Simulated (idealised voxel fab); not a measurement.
process module | voxel transistor to metal
cross-section cut | 295 nm wide | cells 5 nm
A cross-section is a grid of square cells, given in bands from the top down. A band is one or more rows of cells.
Each band's line starts with the height of the band's top and of its bottom, in nm. Then come its materials from left to right, each with its width in nm. One material with "throughout" fills the band from edge to edge. "air" is empty space.
Height 0 is the level under which the wafer as received is all one material. The lowest band goes on downwards, as in "0 down".
A width such as "30 to 40" changes by the same amount from each row of cells to the next, from the band's top row to its bottom row.
"no change" after a step means that no cell of the cross-section changed.
closed voids: empty space of 8 cells or more with no open way to the top, each as width x height at its distance from the left edge, in nm
after a step's settings: what the simulator itself notes on the step
overlay nm, on a step with a mask: how far to the right of its planned place the mask lay; to the left if negative
plan
1 op RECEIVE | material Si
2 op CONFORMAL_DEP | material SiO2 | thk nm 5
3 op CONFORMAL_DEP | material SiN | thk nm 10
4 op DIRECTIONAL_DEP | material aC | thk nm 15
5 op PATTERN | tone cover | mask id ACTIVE | material resist | width nm 115 | pitch nm 145 | thk nm 30 | overlay nm 0
6 op DIRECTIONAL_ETCH | etch materials aC | depth nm 15
7 op STRIP | etch materials resist
8 op DIRECTIONAL_ETCH | etch materials SiN | depth nm 10
9 op DIRECTIONAL_ETCH | etch materials SiO2 | depth nm 5
10 op DIRECTIONAL_ETCH | etch materials Si | depth nm 30
11 op STRIP | etch materials aC
12 op OXIDIZE | depth nm 5
13 op FILL_DEP | material SiO2 | thk nm 5
14 op CMP | height nm 15
15 op SELECTIVE_ETCH | etch materials SiO2 | depth nm 10
16 op STRIP | etch materials SiN
17 op SELECTIVE_ETCH | etch materials SiO2 | depth nm 5
18 op OXIDIZE | depth nm 5
19 op DIRECTIONAL_DEP | material polySi | thk nm 20
20 op DIRECTIONAL_DEP | material SiCN | thk nm 10
21 op DIRECTIONAL_DEP | material aC | thk nm 15
22 op PATTERN | tone cover | mask id GATE | material resist | width nm 25 | pitch nm 145 | thk nm 30 | overlay nm 0
23 op DIRECTIONAL_ETCH | etch materials aC | depth nm 15
24 op STRIP | etch materials resist
25 op DIRECTIONAL_ETCH | etch materials SiCN | depth nm 20
26 op DIRECTIONAL_ETCH | etch materials polySi | depth nm 30
27 op STRIP | etch materials aC
28 op CONFORMAL_DEP | material SiN | thk nm 5
29 op DIRECTIONAL_ETCH | etch materials SiN | depth nm 5
30 op DIRECTIONAL_ETCH | etch materials SiO2 | depth nm 5
31 op DIRECTIONAL_ETCH | etch materials Si | depth nm 5
32 op EPI | material pSi | thk nm 5
33 op FILL_DEP | material SiO2 | thk nm 5
34 op CMP | height nm 20
35 op STRIP | etch materials polySi
36 op SELECTIVE_ETCH | etch materials SiO2 | depth nm 5
37 op CONFORMAL_DEP | material HfO2 | thk nm 5
38 op CONFORMAL_DEP | material TiN | thk nm 5
39 op FILL_DEP | material W | thk nm 10
40 op CMP | height nm 15
41 op DIRECTIONAL_DEP | material SiO2 | thk nm 10
42 op PATTERN | tone open | mask id CONTACT | material resist | width nm 20 | thk nm 15 | overlay nm 0
43 op DIRECTIONAL_ETCH | etch materials SiO2 | depth nm 30
44 op STRIP | etch materials resist
45 op CONFORMAL_DEP | material TiN | thk nm 5
46 op FILL_DEP | material W | thk nm 5
47 op CMP | height nm 25
48 op CONFORMAL_DEP | material SiN | thk nm 5
49 op DIRECTIONAL_DEP | material lowk | thk nm 20
50 op MASKED_ETCH | tone open | mask id METAL_1 | width nm 20 | etch materials lowk | depth nm 20 | overlay nm 0
51 op MASKED_ETCH | tone open | mask id METAL_1 | width nm 20 | etch materials SiN | depth nm 5 | overlay nm 0
52 op CONFORMAL_DEP | material TiN | thk nm 5
53 op FILL_DEP | material Cu | thk nm 5
54 op CMP | height nm 50
55 op EPI | material Ru | thk nm 5
56 op FILL_DEP | material SiCN | thk nm 5
57 op DIRECTIONAL_DEP | material lowk | thk nm 25
58 op MASKED_ETCH | tone open | mask id METAL_2_HOLES | width nm 15 | pitch nm 145 | etch materials lowk | depth nm 25 | overlay nm 0
59 op DIRECTIONAL_DEP | material aC | thk nm 15
60 op PATTERN | tone open | mask id METAL_2 | material resist | width nm 20 | pitch nm 145 | thk nm 35 | overlay nm 0
61 op DIRECTIONAL_ETCH | etch materials aC | depth nm 15
62 op STRIP | etch materials resist
63 op DIRECTIONAL_ETCH | etch materials lowk | depth nm 15
64 op DIRECTIONAL_ETCH | etch materials SiCN | depth nm 5
65 op STRIP | etch materials aC
66 op CONFORMAL_DEP | material TiN | thk nm 5
67 op FILL_DEP | material Cu | thk nm 10
68 op CMP | height nm 85
69 op CONFORMAL_DEP | material SiN | thk nm 5
as received, after step 1
  0 down: Si throughout
  closed voids: none
first wafer at the end, as planned
  90 to 85: SiN throughout
  85 to 75: lowk 25 | TiN 5 | Cu 10 | TiN 5 | lowk 125 | TiN 5 | Cu 10 | TiN 5 | lowk 105
  75 to 70: lowk 25 | TiN 5 | Cu 5 | TiN 10 | lowk 125 | TiN 5 | Cu 5 | TiN 10 | lowk 105
  70 to 60: lowk 25 | TiN 5 | Cu 5 | TiN 5 | lowk 130 | TiN 5 | Cu 5 | TiN 5 | lowk 110
  60 to 55: SiCN 25 | TiN 15 | SiCN 130 | TiN 15 | SiCN 110
  55 to 50: SiCN 20 | Ru 30 | SiCN 45 | Ru 30 | SiCN 40 | Ru 30 | SiCN 45 | Ru 30 | SiCN 25
  50 to 30: lowk 25 | TiN 5 | Cu 10 | TiN 5 | lowk 55 | TiN 5 | Cu 10 | TiN 5 | lowk 50 | TiN 5 | Cu 10 | TiN 5 | lowk 55 | TiN 5 | Cu 10 | TiN 5 | lowk 30
  30 to 25: SiN 25 | TiN 20 | SiN 55 | TiN 20 | SiN 50 | TiN 20 | SiN 55 | TiN 20 | SiN 30
  25 to 15: SiO2 25 | TiN 5 | W 10 | TiN 5 | SiO2 55 | TiN 5 | W 10 | TiN 5 | SiO2 50 | TiN 5 | W 10 | TiN 5 | SiO2 55 | TiN 5 | W 10 | TiN 5 | SiO2 30
  15 to 5: SiO2 25 | TiN 5 | W 10 | TiN 5 | SiO2 10 | SiN 5 | HfO2 5 | TiN 5 | W 5 | TiN 5 | HfO2 5 | SiN 5 | SiO2 10 | TiN 5 | W 10 | TiN 5 | SiO2 50 | TiN 5 | W 10 | TiN 5 | SiO2 10 | SiN 5 | HfO2 5 | TiN 5 | W 5 | TiN 5 | HfO2 5 | SiN 5 | SiO2 10 | TiN 5 | W 10 | TiN 5 | SiO2 30
  5 to 0: SiO2 25 | TiN 5 | W 10 | TiN 5 | SiO2 10 | SiN 5 | HfO2 5 | TiN 15 | HfO2 5 | SiN 5 | SiO2 10 | TiN 5 | W 10 | TiN 5 | SiO2 50 | TiN 5 | W 10 | TiN 5 | SiO2 10 | SiN 5 | HfO2 5 | TiN 15 | HfO2 5 | SiN 5 | SiO2 10 | TiN 5 | W 10 | TiN 5 | SiO2 30
  0 to -5: SiO2 25 | TiN 20 | SiO2 5 | pSi 5 | HfO2 35 | pSi 5 | SiO2 5 | TiN 20 | SiO2 50 | TiN 20 | SiO2 5 | pSi 5 | HfO2 35 | pSi 5 | SiO2 5 | TiN 20 | SiO2 30
  -5 to -10: SiO2 20 | pSi 35 | Si 35 | pSi 35 | SiO2 40 | pSi 35 | Si 35 | pSi 35 | SiO2 25
  -10 to -35: SiO2 20 | Si 105 | SiO2 40 | Si 105 | SiO2 25
  -35 down: Si throughout
  closed voids: none
second wafer at the end: like start, like plan, one mistake
  90 to 85: SiN throughout
  85 to 75: lowk 25 | TiN 5 | Cu 5 | TiN 5 | lowk 130 | TiN 5 | Cu 5 | TiN 5 | lowk 110
  75 to 70: lowk 25 | TiN 15 | lowk 130 | TiN 15 | lowk 110
  70 to 60: lowk throughout
  60 to 55: SiCN throughout
  55 to 50: SiCN 20 | Ru 30 | SiCN 45 | Ru 30 | SiCN 40 | Ru 30 | SiCN 45 | Ru 30 | SiCN 25
  50 to 30: lowk 25 | TiN 5 | Cu 10 | TiN 5 | lowk 55 | TiN 5 | Cu 10 | TiN 5 | lowk 50 | TiN 5 | Cu 10 | TiN 5 | lowk 55 | TiN 5 | Cu 10 | TiN 5 | lowk 30
  30 to 25: SiN 25 | TiN 20 | SiN 55 | TiN 20 | SiN 50 | TiN 20 | SiN 55 | TiN 20 | SiN 30
  25 to 15: SiO2 25 | TiN 5 | W 10 | TiN 5 | SiO2 55 | TiN 5 | W 10 | TiN 5 | SiO2 50 | TiN 5 | W 10 | TiN 5 | SiO2 55 | TiN 5 | W 10 | TiN 5 | SiO2 30
  15 to 5: SiO2 25 | TiN 5 | W 10 | TiN 5 | SiO2 10 | SiN 5 | HfO2 5 | TiN 5 | W 5 | TiN 5 | HfO2 5 | SiN 5 | SiO2 10 | TiN 5 | W 10 | TiN 5 | SiO2 50 | TiN 5 | W 10 | TiN 5 | SiO2 10 | SiN 5 | HfO2 5 | TiN 5 | W 5 | TiN 5 | HfO2 5 | SiN 5 | SiO2 10 | TiN 5 | W 10 | TiN 5 | SiO2 30
  5 to 0: SiO2 25 | TiN 5 | W 10 | TiN 5 | SiO2 10 | SiN 5 | HfO2 5 | TiN 15 | HfO2 5 | SiN 5 | SiO2 10 | TiN 5 | W 10 | TiN 5 | SiO2 50 | TiN 5 | W 10 | TiN 5 | SiO2 10 | SiN 5 | HfO2 5 | TiN 15 | HfO2 5 | SiN 5 | SiO2 10 | TiN 5 | W 10 | TiN 5 | SiO2 30
  0 to -5: SiO2 25 | TiN 20 | SiO2 5 | pSi 5 | HfO2 35 | pSi 5 | SiO2 5 | TiN 20 | SiO2 50 | TiN 20 | SiO2 5 | pSi 5 | HfO2 35 | pSi 5 | SiO2 5 | TiN 20 | SiO2 30
  -5 to -10: SiO2 20 | pSi 35 | Si 35 | pSi 35 | SiO2 40 | pSi 35 | Si 35 | pSi 35 | SiO2 25
  -10 to -35: SiO2 20 | Si 105 | SiO2 40 | Si 105 | SiO2 25
  -35 down: Si throughout
  closed voids: none
what went wrong: step 57 was run twice
at the end the second wafer has, in cells: 10 fewer of Cu | 6 more of SiCN | 14 fewer of TiN | 18 more of lowk
